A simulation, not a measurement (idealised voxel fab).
Documented hereafter: the process module known as voxel self aligned contacts.
Displayed cross-section: cut, width of 250 nm, square cells sized 5 nm.
We lay out every cross-section as a grid of square cells and spell it out in bands from the top down, where one band means one or more rows of cells. Basically the band line says how high the top is and how high the bottom is, in nm, and then what's in it from left to right, every material with its width in nm. Empty space shows up as "air", and if a single material carries "everywhere" it runs the full band edge to edge. Height 0 is the level under which the wafer as received is all one material. The lowest band goes on downwards, as in "0 and below". A width given as "30 to 40" starts at the first number in the band's top row and ends at the second number in its bottom row, shifting by an equal amount at every step from row to row. Take "no alterations made" at face value: in the step it is given for, the cross-section changed in none of its cells. Entry "Listed closed voids". Content: empty spaces with no open connection to the top, size 8 cells or greater. Each: width x height at distance. Distance: from left edge. Unit: nm. The remark found on a step's line after its settings is issued by the simulator itself and pertains to that step. The "overlay nm" setting may appear on a step's line; for a step that uses a mask, it gives how far to the right of its planned position the mask lay, and a negative value indicates the left. Reading key. Pairs: pre-step and post-step cross-section, one process step apart; post-step view only to lowest changed band. Step between + settings: beneath pair. Runs: pairs may be from different runs of this module, same starting wafer. Continuation from pair above: only where "Before-step section" entry says.
**Before-step section**
- 0 and below  Si everywhere
- Listed closed voids: none
**Post-Step Appearance**
- 5 down to 0  SiO2 everywhere
- Below a height of 0, the structure has not been altered.
- Listed closed voids: none
Connecting step for the cross-sections above: CONFORMAL_DEP: material SiO2, thk nm 5
Before-step section: after-step cross-section of the pair just above applies.
**Post-Step Appearance**
- 30 down to 5  polySi everywhere
- Below a height of 5, the structure has not been altered.
- Listed closed voids: none
Connecting step for the cross-sections above: DIRECTIONAL_DEP: material polySi, thk nm 25
Before-step section: after-step cross-section of the pair just above applies.
**Post-Step Appearance**
- 50 down to 30  SiN everywhere
- Below a height of 30, the structure has not been altered.
- Listed closed voids: none
Connecting step for the cross-sections above: DIRECTIONAL_DEP: material SiN, thk nm 20
Before-step section: after-step cross-section of the pair just above applies.
**Post-Step Appearance**
- 60 down to 50  aC everywhere
- Below a height of 50, the structure has not been altered.
- Listed closed voids: none
Connecting step for the cross-sections above: DIRECTIONAL_DEP: material aC, thk nm 10
Before-step section: after-step cross-section of the pair just above applies.
**Post-Step Appearance**
- 90 down to 60  air 35, then resist 35, then air 35, then resist 35, then air 35, then resist 35, then air 40
- Below a height of 60, the structure has not been altered.
- Listed closed voids: none
Connecting step for the cross-sections above: PATTERN: tone cover, mask id GATE, material resist, width nm 35, pitch nm 70, thk nm 30, overlay nm 0
Before-step section: after-step cross-section of the pair just above applies.
**Post-Step Appearance**
- 80 down to 60  air 35, then resist 35, then air 35, then resist 35, then air 35, then resist 35, then air 40
- 60 down to 50  air 35, then aC 35, then air 35, then aC 35, then air 35, then aC 35, then air 40
- Below a height of 50, the structure has not been altered.
- Listed closed voids: none
Connecting step for the cross-sections above: DIRECTIONAL_ETCH: etch materials aC, depth nm 10
Before-step section: after-step cross-section of the pair just above applies.
**Post-Step Appearance**
- 60 down to 50  air 35, then aC 35, then air 35, then aC 35, then air 35, then aC 35, then air 40
- Below a height of 50, the structure has not been altered.
- Listed closed voids: none
Connecting step for the cross-sections above: STRIP: etch materials resist
Before-step section: after-step cross-section of the pair just above applies.
**Post-Step Appearance**
- 60 down to 50  air 35, then aC 35, then air 35, then aC 35, then air 35, then aC 35, then air 40
- 50 down to 30  air 35, then SiN 35, then air 35, then SiN 35, then air 35, then SiN 35, then air 40
- Below a height of 30, the structure has not been altered.
- Listed closed voids: none
Connecting step for the cross-sections above: DIRECTIONAL_ETCH: etch materials SiN, depth nm 20
Before-step section: after-step cross-section of the pair just above applies.
**Post-Step Appearance**
- 60 down to 50  air 35, then aC 35, then air 35, then aC 35, then air 35, then aC 35, then air 40
- 50 down to 30  air 35, then SiN 35, then air 35, then SiN 35, then air 35, then SiN 35, then air 40
- 30 down to 5  air 35, then polySi 35, then air 35, then polySi 35, then air 35, then polySi 35, then air 40
- Below a height of 5, the structure has not been altered.
- Listed closed voids: none
Connecting step for the cross-sections above: DIRECTIONAL_ETCH: etch materials polySi, depth nm 25
Before-step section: after-step cross-section of the pair just above applies.
**Post-Step Appearance**
- 50 down to 30  air 35, then SiN 35, then air 35, then SiN 35, then air 35, then SiN 35, then air 40
- Below a height of 30, the structure has not been altered.
- Listed closed voids: none
Connecting step for the cross-sections above: STRIP: etch materials aC
Before-step section: after-step cross-section of the pair just above applies.
**Post-Step Appearance**
- 55 down to 30  air 30, then SiN 45, then air 25, then SiN 45, then air 25, then SiN 45, then air 35
- 30 down to 10  air 30, then SiN 5, then polySi 35, then SiN 5, then air 25, then SiN 5, then polySi 35, then SiN 5, then air 25, then SiN 5, then polySi 35, then SiN 5, then air 35
- 10 down to 5  SiN 35, then polySi 35, then SiN 35, then polySi 35, then SiN 35, then polySi 35, then SiN 40
- Below a height of 5, the structure has not been altered.
- Listed closed voids: none
Connecting step for the cross-sections above: CONFORMAL_DEP: material SiN, thk nm 5
Before-step section: after-step cross-section of the pair just above applies.
**Post-Step Appearance**
- 50 down to 30  air 30, then SiN 45, then air 25, then SiN 45, then air 25, then SiN 45, then air 35
- 30 down to 5  air 30, then SiN 5, then polySi 35, then SiN 5, then air 25, then SiN 5, then polySi 35, then SiN 5, then air 25, then SiN 5, then polySi 35, then SiN 5, then air 35
- Below a height of 5, the structure has not been altered.
- Listed closed voids: none
Connecting step for the cross-sections above: DIRECTIONAL_ETCH: etch materials SiN, depth nm 5
Before-step section: after-step cross-section of the pair just above applies.
**Post-Step Appearance**
- 65 down to 50  SiO2 everywhere
- 50 down to 30  SiO2 30, then SiN 45, then SiO2 25, then SiN 45, then SiO2 25, then SiN 45, then SiO2 35
- 30 down to 5  SiO2 30, then SiN 5, then polySi 35, then SiN 5, then SiO2 25, then SiN 5, then polySi 35, then SiN 5, then SiO2 25, then SiN 5, then polySi 35, then SiN 5, then SiO2 35
- Below a height of 5, the structure has not been altered.
- Listed closed voids: none
Connecting step for the cross-sections above: FILL_DEP: material SiO2, thk nm 15
Before-step section: after-step cross-section of the pair just above applies.
**Post-Step Appearance**
- 60 down to 50  SiO2 everywhere
- Below a height of 50, the structure has not been altered.
- Listed closed voids: none
Connecting step for the cross-sections above: CMP: height nm 60
Before-step section: after-step cross-section of the pair just above applies.
**Post-Step Appearance**
- 70 down to 60  aC everywhere
- Below a height of 60, the structure has not been altered.
- Listed closed voids: none
Connecting step for the cross-sections above: DIRECTIONAL_DEP: material aC, thk nm 10
Before-step section: after-step cross-section of the pair just above applies.
**Post-Step Appearance**
- 95 down to 70  resist 60, then air 55, then resist 15, then air 55, then resist 65
- Below a height of 70, the structure has not been altered.
- Listed closed voids: none
Connecting step for the cross-sections above: PATTERN: tone open, mask id CONTACT, material resist, width nm 55, pitch nm 70, thk nm 25, overlay nm 0
Before-step section: after-step cross-section of the pair just above applies.
**Post-Step Appearance**
- 85 down to 70  resist 60, then air 55, then resist 15, then air 55, then resist 65
- 70 down to 60  aC 60, then air 55, then aC 15, then air 55, then aC 65
- Below a height of 60, the structure has not been altered.
- Listed closed voids: none
Connecting step for the cross-sections above: DIRECTIONAL_ETCH: etch materials aC, depth nm 10
Before-step section: after-step cross-section of the pair just above applies.
**Post-Step Appearance**
- 70 down to 60  aC 60, then air 55, then aC 15, then air 55, then aC 65
- Below a height of 60, the structure has not been altered.
- Listed closed voids: none
Connecting step for the cross-sections above: STRIP: etch materials resist
Before-step section: after-step cross-section of the pair just above applies.
**Post-Step Appearance**
- 70 down to 60  aC 60, then air 55, then aC 15, then air 55, then aC 65
- 60 down to 50  SiO2 60, then air 55, then SiO2 15, then air 55, then SiO2 65
- 50 down to 30  SiO2 30, then SiN 45, then air 25, then SiN 45, then air 25, then SiN 45, then SiO2 35
- 30 down to 5  SiO2 30, then SiN 5, then polySi 35, then SiN 5, then air 25, then SiN 5, then polySi 35, then SiN 5, then air 25, then SiN 5, then polySi 35, then SiN 5, then SiO2 35
- 5 down to 0  SiO2 75, then air 25, then SiO2 45, then air 25, then SiO2 80
- Below a height of 0, the structure has not been altered.
- Listed closed voids: none
Connecting step for the cross-sections above: DIRECTIONAL_ETCH: etch materials SiO2, depth nm 60
Before-step section: after-step cross-section of the pair just above applies.
**Post-Step Appearance**
- 60 down to 50  SiO2 60, then air 55, then SiO2 15, then air 55, then SiO2 65
- Below a height of 50, the structure has not been altered.
- Listed closed voids: none
Connecting step for the cross-sections above: STRIP: etch materials aC
Before-step section: after-step cross-section of the pair just above applies.
**Post-Step Appearance**
- 65 down to 60  TiN 65, then air 45, then TiN 25, then air 45, then TiN 70
- 60 down to 50  SiO2 60, then TiN 5 to 20, then air 45 to 15, then TiN 5 to 20, then SiO2 15, then TiN 5 to 20, then air 45 to 15, then TiN 5 to 20, then SiO2 65
- 50 down to 30  SiO2 30, then SiN 45, then TiN 5, then air 15, then TiN 5, then SiN 45, then TiN 5, then air 15, then TiN 5, then SiN 45, then SiO2 35
- 30 down to 5  SiO2 30, then SiN 5, then polySi 35, then SiN 5, then TiN 5, then air 15, then TiN 5, then SiN 5, then polySi 35, then SiN 5, then TiN 5, then air 15, then TiN 5, then SiN 5, then polySi 35, then SiN 5, then SiO2 35
- 5 down to 0  SiO2 75, then TiN 25, then SiO2 45, then TiN 25, then SiO2 80
- Below a height of 0, the structure has not been altered.
- Listed closed voids: none
Connecting step for the cross-sections above: CONFORMAL_DEP: material TiN, thk nm 5
Before-step section: after-step cross-section of the pair just above applies.
**Post-Step Appearance**
- 75 down to 65  Ru everywhere
- 65 down to 60  TiN 65, then Ru 45, then TiN 25, then Ru 45, then TiN 70
- 60 down to 50  SiO2 60, then TiN 5 to 20, then Ru 45 to 15, then TiN 5 to 20, then SiO2 15, then TiN 5 to 20, then Ru 45 to 15, then TiN 5 to 20, then SiO2 65
- 50 down to 30  SiO2 30, then SiN 45, then TiN 5, then Ru 15, then TiN 5, then SiN 45, then TiN 5, then Ru 15, then TiN 5, then SiN 45, then SiO2 35
- 30 down to 5  SiO2 30, then SiN 5, then polySi 35, then SiN 5, then TiN 5, then Ru 15, then TiN 5, then SiN 5, then polySi 35, then SiN 5, then TiN 5, then Ru 15, then TiN 5, then SiN 5, then polySi 35, then SiN 5, then SiO2 35
- Below a height of 5, the structure has not been altered.
- Listed closed voids: none
Connecting step for the cross-sections above: FILL_DEP: material Ru, thk nm 10
Before-step section: after-step cross-section of the pair just above applies.
**Post-Step Appearance**
- 60 down to 50  SiO2 60, then TiN 5 to 20, then Ru 45 to 15, then TiN 5 to 20, then SiO2 15, then TiN 5 to 20, then Ru 45 to 15, then TiN 5 to 20, then SiO2 65
- Below a height of 50, the structure has not been altered.
- Listed closed voids: none
Connecting step for the cross-sections above: CMP: height nm 60
Before-step section: after-step cross-section of the pair just above applies.
**Post-Step Appearance**
- 65 down to 60  SiN everywhere
- Below a height of 60, the structure has not been altered.
- Listed closed voids: none
Connecting step for the cross-sections above: CONFORMAL_DEP: material SiN, thk nm 5
**Before-step section**
- 50 down to 30  air 35, then SiN 35, then air 35, then SiN 35, then air 35, then SiN 35, then air 40
- 30 down to 5  air 35, then polySi 35, then air 35, then polySi 35, then air 35, then polySi 35, then air 40
- 5 down to 0  SiO2 everywhere
- 0 and below  Si everywhere
- Listed closed voids: none
**Post-Step Appearance**
- 45 down to 30  air 35, then SiN 35, then air 35, then SiN 35, then air 35, then SiN 35, then air 40
- Below a height of 30, the structure has not been altered.
- Listed closed voids: none
Connecting step for the cross-sections above: DIRECTIONAL_ETCH: etch materials SiN, depth nm 5
Before-step section: after-step cross-section of the pair just above applies.
**Post-Step Appearance**
- 60 down to 45  SiO2 everywhere
- 45 down to 30  SiO2 35, then SiN 35, then SiO2 35, then SiN 35, then SiO2 35, then SiN 35, then SiO2 40
- 30 down to 5  SiO2 35, then polySi 35, then SiO2 35, then polySi 35, then SiO2 35, then polySi 35, then SiO2 40
- Below a height of 5, the structure has not been altered.
- Listed closed voids: none
Connecting step for the cross-sections above: FILL_DEP: material SiO2, thk nm 15
Before-step section: after-step cross-section of the pair just above applies.
**Post-Step Appearance**
- 70 down to 60  aC everywhere
- Below a height of 60, the structure has not been altered.
- Listed closed voids: none
Connecting step for the cross-sections above: DIRECTIONAL_DEP: material aC, thk nm 10
Before-step section: after-step cross-section of the pair just above applies.
**Post-Step Appearance**
- 95 down to 70  resist 60, then air 55, then resist 15, then air 55, then resist 65
- Below a height of 70, the structure has not been altered.
- Listed closed voids: none
Connecting step for the cross-sections above: PATTERN: tone open, mask id CONTACT, material resist, width nm 55, pitch nm 70, thk nm 25, overlay nm 0
Before-step section: after-step cross-section of the pair just above applies.
**Post-Step Appearance**
- 85 down to 70  resist 60, then air 55, then resist 15, then air 55, then resist 65
- 70 down to 60  aC 60, then air 55, then aC 15, then air 55, then aC 65
- Below a height of 60, the structure has not been altered.
- Listed closed voids: none
Connecting step for the cross-sections above: DIRECTIONAL_ETCH: etch materials aC, depth nm 10
Before-step section: after-step cross-section of the pair just above applies.
**Post-Step Appearance**
- 70 down to 60  aC 60, then air 55, then aC 15, then air 55, then aC 65
- Below a height of 60, the structure has not been altered.
- Listed closed voids: none
Connecting step for the cross-sections above: STRIP: etch materials resist
Before-step section: after-step cross-section of the pair just above applies.
**Post-Step Appearance**
- 70 down to 60  aC 60, then air 55, then aC 15, then air 55, then aC 65
- 60 down to 45  SiO2 60, then air 55, then SiO2 15, then air 55, then SiO2 65
- 45 down to 30  SiO2 35, then SiN 35, then air 35, then SiN 35, then air 35, then SiN 35, then SiO2 40
- 30 down to 5  SiO2 35, then polySi 35, then air 35, then polySi 35, then air 35, then polySi 35, then SiO2 40
- 5 down to 0  SiO2 70, then air 35, then SiO2 35, then air 35, then SiO2 75
- Below a height of 0, the structure has not been altered.
- Listed closed voids: none
Connecting step for the cross-sections above: DIRECTIONAL_ETCH: etch materials SiO2, depth nm 60
Before-step section: after-step cross-section of the pair just above applies.
**Post-Step Appearance**
- 60 down to 45  SiO2 60, then air 55, then SiO2 15, then air 55, then SiO2 65
- Below a height of 45, the structure has not been altered.
- Listed closed voids: none
Connecting step for the cross-sections above: STRIP: etch materials aC
Before-step section: after-step cross-section of the pair just above applies.
**Post-Step Appearance**
- 65 down to 60  TiN 65, then air 45, then TiN 25, then air 45, then TiN 70
- 60 down to 50  SiO2 60, then TiN 5, then air 45, then TiN 5, then SiO2 15, then TiN 5, then air 45, then TiN 5, then SiO2 65
- 50 down to 45  SiO2 60, then TiN 15, then air 25, then TiN 15, then SiO2 15, then TiN 15, then air 25, then TiN 15, then SiO2 65
- 45 down to 30  SiO2 35, then SiN 35, then TiN 5, then air 25, then TiN 5, then SiN 35, then TiN 5, then air 25, then TiN 5, then SiN 35, then SiO2 40
- 30 down to 5  SiO2 35, then polySi 35, then TiN 5, then air 25, then TiN 5, then polySi 35, then TiN 5, then air 25, then TiN 5, then polySi 35, then SiO2 40
- 5 down to 0  SiO2 70, then TiN 35, then SiO2 35, then TiN 35, then SiO2 75
- Below a height of 0, the structure has not been altered.
- Listed closed voids: none
Connecting step for the cross-sections above: CONFORMAL_DEP: material TiN, thk nm 5
Before-step section: after-step cross-section of the pair just above applies.
**Post-Step Appearance**
- 75 down to 65  Ru everywhere
- 65 down to 60  TiN 65, then Ru 45, then TiN 25, then Ru 45, then TiN 70
- 60 down to 50  SiO2 60, then TiN 5, then Ru 45, then TiN 5, then SiO2 15, then TiN 5, then Ru 45, then TiN 5, then SiO2 65
- 50 down to 45  SiO2 60, then TiN 15, then Ru 25, then TiN 15, then SiO2 15, then TiN 15, then Ru 25, then TiN 15, then SiO2 65
- 45 down to 30  SiO2 35, then SiN 35, then TiN 5, then Ru 25, then TiN 5, then SiN 35, then TiN 5, then Ru 25, then TiN 5, then SiN 35, then SiO2 40
- 30 down to 5  SiO2 35, then polySi 35, then TiN 5, then Ru 25, then TiN 5, then polySi 35, then TiN 5, then Ru 25, then TiN 5, then polySi 35, then SiO2 40
- Below a height of 5, the structure has not been altered.
- Listed closed voids: none
Connecting step for the cross-sections above: FILL_DEP: material Ru, thk nm 10
Before-step section: after-step cross-section of the pair just above applies.
**Post-Step Appearance**
- 60 down to 50  SiO2 60, then TiN 5, then Ru 45, then TiN 5, then SiO2 15, then TiN 5, then Ru 45, then TiN 5, then SiO2 65
- Below a height of 50, the structure has not been altered.
- Listed closed voids: none
Connecting step for the cross-sections above: CMP: height nm 60
Before-step section: after-step cross-section of the pair just above applies.
**Post-Step Appearance**
- 65 down to 60  SiN everywhere
- Below a height of 60, the structure has not been altered.
- Listed closed voids: none
Connecting step for the cross-sections above: CONFORMAL_DEP: material SiN, thk nm 5
**Before-step section**
- 30 down to 5  polySi everywhere
- 5 down to 0  SiO2 everywhere
- 0 and below  Si everywhere
- Listed closed voids: none
**Post-Step Appearance**
- 55 down to 5  polySi everywhere
- Below a height of 5, the structure has not been altered.
- Listed closed voids: none
Connecting step for the cross-sections above: DIRECTIONAL_DEP: material polySi, thk nm 25
Before-step section: after-step cross-section of the pair just above applies.
**Post-Step Appearance**
- 75 down to 55  SiN everywhere
- Below a height of 55, the structure has not been altered.
- Listed closed voids: none
Connecting step for the cross-sections above: DIRECTIONAL_DEP: material SiN, thk nm 20
Before-step section: after-step cross-section of the pair just above applies.
**Post-Step Appearance**
- 85 down to 75  aC everywhere
- Below a height of 75, the structure has not been altered.
- Listed closed voids: none
Connecting step for the cross-sections above: DIRECTIONAL_DEP: material aC, thk nm 10
Before-step section: after-step cross-section of the pair just above applies.
**Post-Step Appearance**
- 115 down to 85  air 35, then resist 35, then air 35, then resist 35, then air 35, then resist 35, then air 40
- Below a height of 85, the structure has not been altered.
- Listed closed voids: none
Connecting step for the cross-sections above: PATTERN: tone cover, mask id GATE, material resist, width nm 35, pitch nm 70, thk nm 30, overlay nm 0
Before-step section: after-step cross-section of the pair just above applies.
**Post-Step Appearance**
- 105 down to 85  air 35, then resist 35, then air 35, then resist 35, then air 35, then resist 35, then air 40
- 85 down to 75  air 35, then aC 35, then air 35, then aC 35, then air 35, then aC 35, then air 40
- Below a height of 75, the structure has not been altered.
- Listed closed voids: none
Connecting step for the cross-sections above: DIRECTIONAL_ETCH: etch materials aC, depth nm 10
Before-step section: after-step cross-section of the pair just above applies.
**Post-Step Appearance**
- 85 down to 75  air 35, then aC 35, then air 35, then aC 35, then air 35, then aC 35, then air 40
- Below a height of 75, the structure has not been altered.
- Listed closed voids: none
Connecting step for the cross-sections above: STRIP: etch materials resist
Before-step section: after-step cross-section of the pair just above applies.
**Post-Step Appearance**
- 85 down to 75  air 35, then aC 35, then air 35, then aC 35, then air 35, then aC 35, then air 40
- 75 down to 55  air 35, then SiN 35, then air 35, then SiN 35, then air 35, then SiN 35, then air 40
- Below a height of 55, the structure has not been altered.
- Listed closed voids: none
Connecting step for the cross-sections above: DIRECTIONAL_ETCH: etch materials SiN, depth nm 20
Before-step section: after-step cross-section of the pair just above applies.
**Post-Step Appearance**
- 85 down to 75  air 35, then aC 35, then air 35, then aC 35, then air 35, then aC 35, then air 40
- 75 down to 55  air 35, then SiN 35, then air 35, then SiN 35, then air 35, then SiN 35, then air 40
- 55 down to 30  air 35, then polySi 35, then air 35, then polySi 35, then air 35, then polySi 35, then air 40
- Below a height of 30, the structure has not been altered.
- Listed closed voids: none
Connecting step for the cross-sections above: DIRECTIONAL_ETCH: etch materials polySi, depth nm 25
Before-step section: after-step cross-section of the pair just above applies.
**Post-Step Appearance**
- 75 down to 55  air 35, then SiN 35, then air 35, then SiN 35, then air 35, then SiN 35, then air 40
- Below a height of 55, the structure has not been altered.
- Listed closed voids: none
Connecting step for the cross-sections above: STRIP: etch materials aC
Before-step section: after-step cross-section of the pair just above applies.
**Post-Step Appearance**
- 80 down to 55  air 30, then SiN 45, then air 25, then SiN 45, then air 25, then SiN 45, then air 35
- 55 down to 35  air 30, then SiN 5, then polySi 35, then SiN 5, then air 25, then SiN 5, then polySi 35, then SiN 5, then air 25, then SiN 5, then polySi 35, then SiN 5, then air 35
- 35 down to 30  SiN 35, then polySi 35, then SiN 35, then polySi 35, then SiN 35, then polySi 35, then SiN 40
- Below a height of 30, the structure has not been altered.
- Listed closed voids: none
Connecting step for the cross-sections above: CONFORMAL_DEP: material SiN, thk nm 5
Before-step section: after-step cross-section of the pair just above applies.
**Post-Step Appearance**
- 75 down to 55  air 30, then SiN 45, then air 25, then SiN 45, then air 25, then SiN 45, then air 35
- 55 down to 30  air 30, then SiN 5, then polySi 35, then SiN 5, then air 25, then SiN 5, then polySi 35, then SiN 5, then air 25, then SiN 5, then polySi 35, then SiN 5, then air 35
- Below a height of 30, the structure has not been altered.
- Listed closed voids: none
Connecting step for the cross-sections above: DIRECTIONAL_ETCH: etch materials SiN, depth nm 5
Before-step section: after-step cross-section of the pair just above applies.
**Post-Step Appearance**
- 90 down to 75  SiO2 everywhere
- 75 down to 55  SiO2 30, then SiN 45, then SiO2 25, then SiN 45, then SiO2 25, then SiN 45, then SiO2 35
- 55 down to 30  SiO2 30, then SiN 5, then polySi 35, then SiN 5, then SiO2 25, then SiN 5, then polySi 35, then SiN 5, then SiO2 25, then SiN 5, then polySi 35, then SiN 5, then SiO2 35
- Below a height of 30, the structure has not been altered.
- Listed closed voids: none
Connecting step for the cross-sections above: FILL_DEP: material SiO2, thk nm 15
Before-step section: after-step cross-section of the pair just above applies.
**Post-Step Appearance**
- 60 down to 55  SiO2 30, then SiN 45, then SiO2 25, then SiN 45, then SiO2 25, then SiN 45, then SiO2 35
- Below a height of 55, the structure has not been altered.
- Listed closed voids: none
Connecting step for the cross-sections above: CMP: height nm 60
Before-step section: after-step cross-section of the pair just above applies.
**Post-Step Appearance**
- 70 down to 60  aC everywhere
- Below a height of 60, the structure has not been altered.
- Listed closed voids: none
Connecting step for the cross-sections above: DIRECTIONAL_DEP: material aC, thk nm 10
Before-step section: after-step cross-section of the pair just above applies.
**Post-Step Appearance**
- 95 down to 70  resist 60, then air 55, then resist 15, then air 55, then resist 65
- Below a height of 70, the structure has not been altered.
- Listed closed voids: none
Connecting step for the cross-sections above: PATTERN: tone open, mask id CONTACT, material resist, width nm 55, pitch nm 70, thk nm 25, overlay nm 0
Before-step section: after-step cross-section of the pair just above applies.
**Post-Step Appearance**
- 85 down to 70  resist 60, then air 55, then resist 15, then air 55, then resist 65
- 70 down to 60  aC 60, then air 55, then aC 15, then air 55, then aC 65
- Below a height of 60, the structure has not been altered.
- Listed closed voids: none
Connecting step for the cross-sections above: DIRECTIONAL_ETCH: etch materials aC, depth nm 10
Before-step section: after-step cross-section of the pair just above applies.
**Post-Step Appearance**
- 70 down to 60  aC 60, then air 55, then aC 15, then air 55, then aC 65
- Below a height of 60, the structure has not been altered.
- Listed closed voids: none
Connecting step for the cross-sections above: STRIP: etch materials resist
Before-step section: after-step cross-section of the pair just above applies.
**Post-Step Appearance**
- 70 down to 60  aC 60, then air 55, then aC 15, then air 55, then aC 65
- 60 down to 55  SiO2 30, then SiN 45, then air 25, then SiN 45, then air 25, then SiN 45, then SiO2 35
- 55 down to 30  SiO2 30, then SiN 5, then polySi 35, then SiN 5, then air 25, then SiN 5, then polySi 35, then SiN 5, then air 25, then SiN 5, then polySi 35, then SiN 5, then SiO2 35
- Below a height of 30, the structure has not been altered.
- Listed closed voids: none
Connecting step for the cross-sections above: DIRECTIONAL_ETCH: etch materials SiO2, depth nm 60
Before-step section: after-step cross-section of the pair just above applies.
**Post-Step Appearance**
- 60 down to 55  SiO2 30, then SiN 45, then air 25, then SiN 45, then air 25, then SiN 45, then SiO2 35
- Below a height of 55, the structure has not been altered.
- Listed closed voids: none
Connecting step for the cross-sections above: STRIP: etch materials aC
Before-step section: after-step cross-section of the pair just above applies.
**Post-Step Appearance**
- 65 down to 60  TiN 80, then air 15, then TiN 55, then air 15, then TiN 85
- 60 down to 55  SiO2 30, then SiN 45, then TiN 5, then air 15, then TiN 5, then SiN 45, then TiN 5, then air 15, then TiN 5, then SiN 45, then SiO2 35
- 55 down to 35  SiO2 30, then SiN 5, then polySi 35, then SiN 5, then TiN 5, then air 15, then TiN 5, then SiN 5, then polySi 35, then SiN 5, then TiN 5, then air 15, then TiN 5, then SiN 5, then polySi 35, then SiN 5, then SiO2 35
- 35 down to 30  SiO2 30, then SiN 5, then polySi 35, then SiN 5, then TiN 25, then SiN 5, then polySi 35, then SiN 5, then TiN 25, then SiN 5, then polySi 35, then SiN 5, then SiO2 35
- Below a height of 30, the structure has not been altered.
- Listed closed voids: none
Connecting step for the cross-sections above: CONFORMAL_DEP: material TiN, thk nm 5
Before-step section: after-step cross-section of the pair just above applies.
**Post-Step Appearance**
- 75 down to 65  Ru everywhere
- 65 down to 60  TiN 80, then Ru 15, then TiN 55, then Ru 15, then TiN 85
- 60 down to 55  SiO2 30, then SiN 45, then TiN 5, then Ru 15, then TiN 5, then SiN 45, then TiN 5, then Ru 15, then TiN 5, then SiN 45, then SiO2 35
- 55 down to 35  SiO2 30, then SiN 5, then polySi 35, then SiN 5, then TiN 5, then Ru 15, then TiN 5, then SiN 5, then polySi 35, then SiN 5, then TiN 5, then Ru 15, then TiN 5, then SiN 5, then polySi 35, then SiN 5, then SiO2 35
- Below a height of 35, the structure has not been altered.
- Listed closed voids: none
Connecting step for the cross-sections above: FILL_DEP: material Ru, thk nm 10
Before-step section: after-step cross-section of the pair just above applies.
**Post-Step Appearance**
- 60 down to 55  SiO2 30, then SiN 45, then TiN 5, then Ru 15, then TiN 5, then SiN 45, then TiN 5, then Ru 15, then TiN 5, then SiN 45, then SiO2 35
- Below a height of 55, the structure has not been altered.
- Listed closed voids: none
Connecting step for the cross-sections above: CMP: height nm 60
Before-step section: after-step cross-section of the pair just above applies.
**Post-Step Appearance**
- 65 down to 60  SiN everywhere
- Below a height of 60, the structure has not been altered.
- Listed closed voids: none
Connecting step for the cross-sections above: CONFORMAL_DEP: material SiN, thk nm 5
**Before-step section**
- 45 down to 30  air 35, then SiN 35, then air 35, then SiN 35, then air 35, then SiN 35, then air 40
- 30 down to 5  air 35, then polySi 35, then air 35, then polySi 35, then air 35, then polySi 35, then air 40
- 5 down to 0  SiO2 everywhere
- 0 and below  Si everywhere
- Listed closed voids: none
**Post-Step Appearance**
- 50 down to 30  air 30, then SiN 45, then air 25, then SiN 45, then air 25, then SiN 45, then air 35
- 30 down to 10  air 30, then SiN 5, then polySi 35, then SiN 5, then air 25, then SiN 5, then polySi 35, then SiN 5, then air 25, then SiN 5, then polySi 35, then SiN 5, then air 35
- 10 down to 5  SiN 35, then polySi 35, then SiN 35, then polySi 35, then SiN 35, then polySi 35, then SiN 40
- Below a height of 5, the structure has not been altered.
- Listed closed voids: none
Connecting step for the cross-sections above: CONFORMAL_DEP: material SiN, thk nm 5
Before-step section: after-step cross-section of the pair just above applies.
**Post-Step Appearance**
- 65 down to 50  SiO2 everywhere
- 50 down to 30  SiO2 30, then SiN 45, then SiO2 25, then SiN 45, then SiO2 25, then SiN 45, then SiO2 35
- 30 down to 10  SiO2 30, then SiN 5, then polySi 35, then SiN 5, then SiO2 25, then SiN 5, then polySi 35, then SiN 5, then SiO2 25, then SiN 5, then polySi 35, then SiN 5, then SiO2 35
- Below a height of 10, the structure has not been altered.
- Listed closed voids: none
Connecting step for the cross-sections above: FILL_DEP: material SiO2, thk nm 15
Before-step section: after-step cross-section of the pair just above applies.
**Post-Step Appearance**
- 60 down to 50  SiO2 everywhere
- Below a height of 50, the structure has not been altered.
- Listed closed voids: none
Connecting step for the cross-sections above: CMP: height nm 60
Before-step section: after-step cross-section of the pair just above applies.
**Post-Step Appearance**
- 70 down to 60  aC everywhere
- Below a height of 60, the structure has not been altered.
- Listed closed voids: none
Connecting step for the cross-sections above: DIRECTIONAL_DEP: material aC, thk nm 10
Before-step section: after-step cross-section of the pair just above applies.
**Post-Step Appearance**
- 95 down to 70  resist 60, then air 55, then resist 15, then air 55, then resist 65
- Below a height of 70, the structure has not been altered.
- Listed closed voids: none
Connecting step for the cross-sections above: PATTERN: tone open, mask id CONTACT, material resist, width nm 55, pitch nm 70, thk nm 25, overlay nm 0
Before-step section: after-step cross-section of the pair just above applies.
**Post-Step Appearance**
- 85 down to 70  resist 60, then air 55, then resist 15, then air 55, then resist 65
- 70 down to 60  aC 60, then air 55, then aC 15, then air 55, then aC 65
- Below a height of 60, the structure has not been altered.
- Listed closed voids: none
Connecting step for the cross-sections above: DIRECTIONAL_ETCH: etch materials aC, depth nm 10
Before-step section: after-step cross-section of the pair just above applies.
**Post-Step Appearance**
- 70 down to 60  aC 60, then air 55, then aC 15, then air 55, then aC 65
- Below a height of 60, the structure has not been altered.
- Listed closed voids: none
Connecting step for the cross-sections above: STRIP: etch materials resist
Before-step section: after-step cross-section of the pair just above applies.
**Post-Step Appearance**
- 70 down to 60  aC 60, then air 55, then aC 15, then air 55, then aC 65
- 60 down to 50  SiO2 60, then air 55, then SiO2 15, then air 55, then SiO2 65
- 50 down to 30  SiO2 30, then SiN 45, then air 25, then SiN 45, then air 25, then SiN 45, then SiO2 35
- 30 down to 10  SiO2 30, then SiN 5, then polySi 35, then SiN 5, then air 25, then SiN 5, then polySi 35, then SiN 5, then air 25, then SiN 5, then polySi 35, then SiN 5, then SiO2 35
- Below a height of 10, the structure has not been altered.
- Listed closed voids: none
Connecting step for the cross-sections above: DIRECTIONAL_ETCH: etch materials SiO2, depth nm 60
Before-step section: after-step cross-section of the pair just above applies.
**Post-Step Appearance**
- 60 down to 50  SiO2 60, then air 55, then SiO2 15, then air 55, then SiO2 65
- Below a height of 50, the structure has not been altered.
- Listed closed voids: none
Connecting step for the cross-sections above: STRIP: etch materials aC
